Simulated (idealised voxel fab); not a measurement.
Process module, titled voxel self aligned contacts
The width of the displayed cross-section, cut, is 170 nm; its cells are square, with a size of 5 nm.
Just so we're on the same page, the cross-sections are grids of square cells, and they're listed out in bands top to bottom, each band one or more rows deep.
Heights first: top, then bottom, in nm. Then materials, left to right, each with a width in nm. "everywhere" on a single material: fills the band edge to edge. "air": empty space.
Heights are expressed relative to 0, this being the level below which the as-received wafer comprises one material exclusively. The lowest band is unbounded in the downward direction and is denoted as in "0 -> down".
Quick explanation for "30->40": the width changes in equal steps down the rows of cells, from the first number in the band's top row to the second number in its bottom row.
No cell of the cross-section changed in a step that is given as "identical to before".
Under "Unvented cavities" you'll find the enclosed gaps, the ones with no way out to the top, that are 8 cells or bigger; each reads width x height at distance, with distance counted from the left edge, everything in nm.
Text after the settings on a step's line: the simulator's own remark on that step.
overlay nm: right-of-plan distance of the mask on a masked step; negative values mean left-of-plan.
[The following list gives the planned process steps]
1,RECEIVE with material Si
2,CONFORMAL_DEP with material SiO2, thk nm 5
3,DIRECTIONAL_DEP with material polySi, thk nm 30
4,DIRECTIONAL_DEP with material SiN, thk nm 25
5,MASKED_ETCH with tone cover, mask id GATE, width nm 30, pitch nm 70, etch materials SiN, depth nm 25, overlay nm 0
6,MASKED_ETCH with tone cover, mask id GATE, width nm 30, pitch nm 70, etch materials polySi, depth nm 30, overlay nm 0
7,CONFORMAL_DEP with material SiN, thk nm 10
8,DIRECTIONAL_ETCH with etch materials SiN, depth nm 10
9,FILL_DEP with material SiO2, thk nm 10
10,CMP with height nm 65
11,DIRECTIONAL_DEP with material aC, thk nm 15
12,PATTERN with tone open, mask id CONTACT, material resist, width nm 50, thk nm 35, overlay nm 0
13,DIRECTIONAL_ETCH with etch materials aC, depth nm 5
14,STRIP with etch materials resist
15,DIRECTIONAL_ETCH with etch materials SiO2, depth nm 65
16,STRIP with etch materials aC
17,CONFORMAL_DEP with material TiN, thk nm 5
18,FILL_DEP with material W, thk nm 5
19,CMP with height nm 65
20,CONFORMAL_DEP with material SiN, thk nm 5
Same starting wafers, different depth nm at step 13. Plan value belongs to the first wafer.
[The first of several wafers as received, shown in cross-section; this is its state after step 1]
* 0 -> down = Si everywhere
* Unvented cavities: none
[At the end of the module, after its last step, step 20, the first of several wafers appears in cross-section as follows]
* 70 -> 65 = SiN everywhere
* 65 -> 60 = SiO2 everywhere
* 60 -> 35 = SiO2 25; SiN 50; SiO2 20; SiN 50; SiO2 25
* 35 -> 5 = SiO2 25; SiN 10; polySi 30; SiN 10; SiO2 20; SiN 10; polySi 30; SiN 10; SiO2 25
* 5 -> 0 = SiO2 everywhere
* 0 -> down = Si everywhere
* Unvented cavities: none
[At the end of the module, the last of several wafers in cross-section]
* 70 -> 65 = SiN everywhere
* 65 -> 60 = SiO2 60; TiN 20; W 10; TiN 20; SiO2 60
* 60 -> 35 = SiO2 25; SiN 50; TiN 5; W 10; TiN 5; SiN 50; SiO2 25
* 35 -> 5 = SiO2 25; SiN 10; polySi 30; SiN 10; TiN 5; W 10; TiN 5; SiN 10; polySi 30; SiN 10; SiO2 25
* 5 -> 0 = SiO2 75; TiN 20; SiO2 75
* 0 -> down = Si everywhere
* Unvented cavities: none
[Gained (+) or lost (-) cells of each material since receipt, then closed voids: one row per wafer, at the end of the module]
depth nm 5, +182 SiN, +222 SiO2, +72 polySi, Unvented cavities: none
depth nm 10, +182 SiN, +222 SiO2, +72 polySi, Unvented cavities: none
depth nm 15, +182 SiN, +164 SiO2, +34 TiN, +24 W, +72 polySi, Unvented cavities: none
depth nm 20, +182 SiN, +164 SiO2, +34 TiN, +24 W, +72 polySi, Unvented cavities: none
depth nm 25, +182 SiN, +164 SiO2, +34 TiN, +24 W, +72 polySi, Unvented cavities: none
depth nm 30, +182 SiN, +164 SiO2, +34 TiN, +24 W, +72 polySi, Unvented cavities: none
